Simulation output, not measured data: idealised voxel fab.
The following is a process module called voxel gate over fins.
240 nm wide, 5 nm square cells: that's cross-section cut.
Reading order for cross-sections: top band down to bottom band. Underlying form: a grid of square cells. Band size: one or more rows of cells.
Top height, bottom height, nm. Materials left to right, width each, nm. Single material + "full width" = fills band edge to edge. "air" = empty.
Heights are expressed relative to 0, this being the level below which the as-received wafer comprises one material exclusively. The lowest band is unbounded in the downward direction and is denoted as in "from 0 down".
The two numbers in a width such as "30 to 40" mark its ends across the band: the first belongs to the top row of cells, the second to the bottom row, and from each row to the next the width moves by the same amount.
Reading "nothing was modified" for a step: not a cell of the cross-section changed in it.
What "Sealed void listing" gives you is every empty space of 8 cells or more that is cut off from the top. Each appears as width x height at distance, with the distance taken from the left edge and width, height and distance all in nm.
On a step's line, text after the settings is the simulator commenting on that step.
Each step line may optionally specify "overlay nm", which for a step with a mask gives the rightward distance between the mask's planned place and where it lay, a negative value indicating the leftward direction.

[So here's the lineup of process steps we planned]
1. RECEIVE, material Si
2. CONFORMAL_DEP, material SiN, thk nm 5
3. PATTERN, tone cover, mask id FINS, material resist, width nm 15, pitch nm 40, thk nm 15, overlay nm 0
4. DIRECTIONAL_ETCH, etch materials SiN, depth nm 5
5. DIRECTIONAL_ETCH, etch materials Si, depth nm 30
6. STRIP, etch materials resist
7. OXIDIZE, depth nm 5
8. FILL_DEP, material SiO2, thk nm 15
9. CMP, height nm 5
10. SELECTIVE_ETCH, etch materials SiO2, depth nm 15
11. STRIP, etch materials SiN
12. CONFORMAL_DEP, material HfO2, thk nm 5
13. CONFORMAL_DEP, material TiN, thk nm 5
14. FILL_DEP, material W, thk nm 10
15. CMP, height nm 15
16. CONFORMAL_DEP, material SiN, thk nm 5

[Cross-section of the wafer as it came to us, i.e., already through step 1]
> from 0 down | Si full width
> Sealed void listing: none

[End state of the module in cross-section, given the above starting point and plan and one mistake in execution]
> from 20 to 15 | SiN full width
> from 15 to 10 | W full width
> from 10 to 5 | W 45 nm  TiN 25 nm  W 15 nm  TiN 25 nm  W 15 nm  TiN 25 nm  W 15 nm  TiN 25 nm  W 50 nm
> from 5 to 0 | W 45 nm  TiN 5 nm  HfO2 15 nm  TiN 5 nm  W 15 nm  TiN 5 nm  HfO2 15 nm  TiN 5 nm  W 15 nm  TiN 5 nm  HfO2 15 nm  TiN 5 nm  W 15 nm  TiN 5 nm  HfO2 15 nm  TiN 5 nm  W 50 nm
> from 0 to -15 | W 45 nm  TiN 5 nm  HfO2 5 nm  Si 5 nm  HfO2 5 nm  TiN 5 nm  W 15 nm  TiN 5 nm  HfO2 5 nm  Si 5 nm  HfO2 5 nm  TiN 5 nm  W 15 nm  TiN 5 nm  HfO2 5 nm  Si 5 nm  HfO2 5 nm  TiN 5 nm  W 15 nm  TiN 5 nm  HfO2 5 nm  Si 5 nm  HfO2 5 nm  TiN 5 nm  W 50 nm
> from -15 to -20 | TiN 50 nm  HfO2 5 nm  Si 5 nm  HfO2 5 nm  TiN 25 nm  HfO2 5 nm  Si 5 nm  HfO2 5 nm  TiN 25 nm  HfO2 5 nm  Si 5 nm  HfO2 5 nm  TiN 25 nm  HfO2 5 nm  Si 5 nm  HfO2 5 nm  TiN 55 nm
> from -20 to -25 | HfO2 55 nm  Si 5 nm  HfO2 35 nm  Si 5 nm  HfO2 35 nm  Si 5 nm  HfO2 35 nm  Si 5 nm  HfO2 60 nm
> from -25 to -35 | SiO2 55 nm  Si 5 nm  SiO2 35 nm  Si 5 nm  SiO2 35 nm  Si 5 nm  SiO2 35 nm  Si 5 nm  SiO2 60 nm
> from -35 down | Si full width
> Sealed void listing: none
Run error: step 10 was run twice
